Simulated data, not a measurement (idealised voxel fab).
The document below concerns the process module designated voxel capacitor over wiring.
Each square cell in cross-section cut measures 5 nm, and the section as a whole is 265 nm wide.
Think of the cross-section as a grid of square cells. We describe it in bands, top to bottom, and each band covers one or more rows of those cells. Band: top and bottom heights (nm) first, top before bottom; then materials from left to right, widths in nm. "full width" marks a sole material filling the band edge to edge. "blank" denotes empty space. The reference from which all heights are counted is 0, the level beneath which the as-received wafer is entirely one material; the lowest band, having no lower bound, proceeds downward and is written after the example "0 and below". So if you see something like "30 to 40" for the width, read it as the top row of the band sitting at the first number and the bottom row at the second, with every row in between moving by the same amount as the last. The cross-section has no changed cell in any step marked "nothing got changed". "Entrapped void list": sealed empty spaces, 8 cells or more, no open way to top, listed width x height at distance, with distance from the left edge and width, height and distance in nm. The remark found on a step's line after its settings is issued by the simulator itself and pertains to that step. The line of a step may include "overlay nm". On a step with a mask, this value is how far to the right of its planned place the mask lay. A negative value means the mask lay to the left.
**Listed below are the process steps as planned**
| 1 | RECEIVE [material Si] |
| 2 | CONFORMAL_DEP [material SiO2] [thk nm 5] |
| 3 | DIRECTIONAL_DEP [material TiN] [thk nm 5] |
| 4 | DIRECTIONAL_DEP [material Ru] [thk nm 15] |
| 5 | PATTERN [tone cover] [mask id METAL_1] [material resist] [width nm 30] [pitch nm 100] [thk nm 15] [overlay nm 0] |
| 6 | DIRECTIONAL_ETCH [etch materials Ru] [depth nm 15] |
| 7 | DIRECTIONAL_ETCH [etch materials TiN] [depth nm 5] |
| 8 | STRIP [etch materials resist] |
| 9 | FILL_DEP [material SiO2] [thk nm 10] |
| 10 | CMP [height nm 30] |
| 11 | CONFORMAL_DEP [material SiCN] [thk nm 5] |
| 12 | DIRECTIONAL_DEP [material SiO2] [thk nm 20] |
| 13 | PATTERN [tone open] [mask id PLUG_1] [material resist] [width nm 15] [thk nm 20] [overlay nm 0] |
| 14 | DIRECTIONAL_ETCH [etch materials SiO2] [depth nm 20] |
| 15 | DIRECTIONAL_ETCH [etch materials SiCN] [depth nm 5] |
| 16 | STRIP [etch materials resist] |
| 17 | CONFORMAL_DEP [material TiN] [thk nm 5] |
| 18 | FILL_DEP [material W] [thk nm 5] |
| 19 | CMP [height nm 55] |
| 20 | DIRECTIONAL_DEP [material TiN] [thk nm 10] |
| 21 | DIRECTIONAL_DEP [material SiN] [thk nm 5] |
| 22 | DIRECTIONAL_DEP [material TiN] [thk nm 5] |
| 23 | DIRECTIONAL_DEP [material aC] [thk nm 10] |
| 24 | PATTERN [tone cover] [mask id UPPER_PLATE] [material resist] [width nm 75] [thk nm 30] [overlay nm 0] |
| 25 | DIRECTIONAL_ETCH [etch materials aC] [depth nm 10] |
| 26 | STRIP [etch materials resist] |
| 27 | DIRECTIONAL_ETCH [etch materials TiN] [depth nm 5] |
| 28 | DIRECTIONAL_ETCH [etch materials SiN] [depth nm 5] |
| 29 | STRIP [etch materials aC] |
| 30 | DIRECTIONAL_DEP [material aC] [thk nm 15] |
| 31 | PATTERN [tone cover] [mask id LOWER_PLATE] [material resist] [width nm 85] [thk nm 30] [overlay nm 0] |
| 32 | DIRECTIONAL_ETCH [etch materials aC] [depth nm 15] |
| 33 | STRIP [etch materials resist] |
| 34 | DIRECTIONAL_ETCH [etch materials TiN] [depth nm 10] |
| 35 | STRIP [etch materials aC] |
| 36 | FILL_DEP [material SiO2] [thk nm 15] |
| 37 | CMP [height nm 85] |
| 38 | DIRECTIONAL_DEP [material aC] [thk nm 15] |
| 39 | PATTERN [tone open] [mask id PLUG_2] [material resist] [width nm 15] [thk nm 30] [overlay nm 0] |
| 40 | DIRECTIONAL_ETCH [etch materials aC] [depth nm 15] |
| 41 | STRIP [etch materials resist] |
| 42 | DIRECTIONAL_ETCH [etch materials SiO2] [depth nm 10] |
| 43 | STRIP [etch materials aC] |
| 44 | CONFORMAL_DEP [material TiN] [thk nm 5] |
| 45 | FILL_DEP [material Cu] [thk nm 5] |
| 46 | CMP [height nm 85] |
| 47 | CONFORMAL_DEP [material SiN] [thk nm 5] |
Heads up: all these wafers start the same, and what changes between them is the thk nm in step 2. The value you see in the plan is just what the first wafer got.
**This is how the first of several wafers looked in cross-section when it arrived, which is after step 1**
* 0 and below  Si full width
* Entrapped void list: none
**After the module's final step, step 47: the first of several wafers in cross-section**
* 90 down to 85  SiN full width
* 85 down to 80  90 nm SiO2  5 nm TiN  5 nm Cu  5 nm TiN  160 nm SiO2
* 80 down to 70  90 to 80 nm SiO2  15 to 75 nm TiN  160 to 110 nm SiO2
* 70 down to 65  80 nm SiO2  75 nm SiN  110 nm SiO2
* 65 down to 55  75 nm SiO2  85 nm TiN  105 nm SiO2
* 55 down to 35  80 nm SiO2  5 nm TiN  5 nm W  5 nm TiN  170 nm SiO2
* 35 down to 30  80 nm SiCN  15 nm TiN  170 nm SiCN
* 30 down to 25  SiO2 full width
* 25 down to 10  65 nm SiO2  30 nm Ru  70 nm SiO2  30 nm Ru  70 nm SiO2
* 10 down to 5  65 nm SiO2  30 nm TiN  70 nm SiO2  30 nm TiN  70 nm SiO2
* 5 down to 0  SiO2 full width
* 0 and below  Si full width
* Entrapped void list: none
**Cross-sectional view, end of module, last wafer of several**
* 90 down to 85  SiN full width
* 85 down to 80  90 nm SiO2  5 nm TiN  5 nm Cu  5 nm TiN  160 nm SiO2
* 80 down to 70  90 to 80 nm SiO2  15 to 75 nm TiN  160 to 110 nm SiO2
* 70 down to 65  80 nm SiO2  75 nm SiN  110 nm SiO2
* 65 down to 55  75 nm SiO2  85 nm TiN  105 nm SiO2
* 55 down to 35  80 nm SiO2  5 nm TiN  5 nm W  5 nm TiN  170 nm SiO2
* 35 down to 30  80 nm SiCN  15 nm TiN  170 nm SiCN
* 30 down to 25  65 nm SiO2  30 nm TiN  70 nm SiO2  30 nm TiN  70 nm SiO2
* 25 down to 0  SiO2 full width
* 0 and below  Si full width
* Entrapped void list: none
**Here is how to read the rows: every wafer has a row, and it shows the wafer at the end of the module, giving for each material how many cells were gained (+) or lost (-) since the wafer was received, then listing its closed voids**
thk nm 5 | +1 Cu | +36 Ru | +50 SiCN | +68 SiN | +718 SiO2 | +77 TiN | +4 W | Entrapped void list: none
thk nm 10 | +1 Cu | +36 Ru | +50 SiCN | +68 SiN | +718 SiO2 | +77 TiN | +4 W | Entrapped void list: none
thk nm 15 | +1 Cu | +24 Ru | +50 SiCN | +68 SiN | +730 SiO2 | +77 TiN | +4 W | Entrapped void list: none
thk nm 20 | +1 Cu | +12 Ru | +50 SiCN | +68 SiN | +742 SiO2 | +77 TiN | +4 W | Entrapped void list: none
thk nm 25 | +1 Cu | +50 SiCN | +68 SiN | +754 SiO2 | +77 TiN | +4 W | Entrapped void list: none
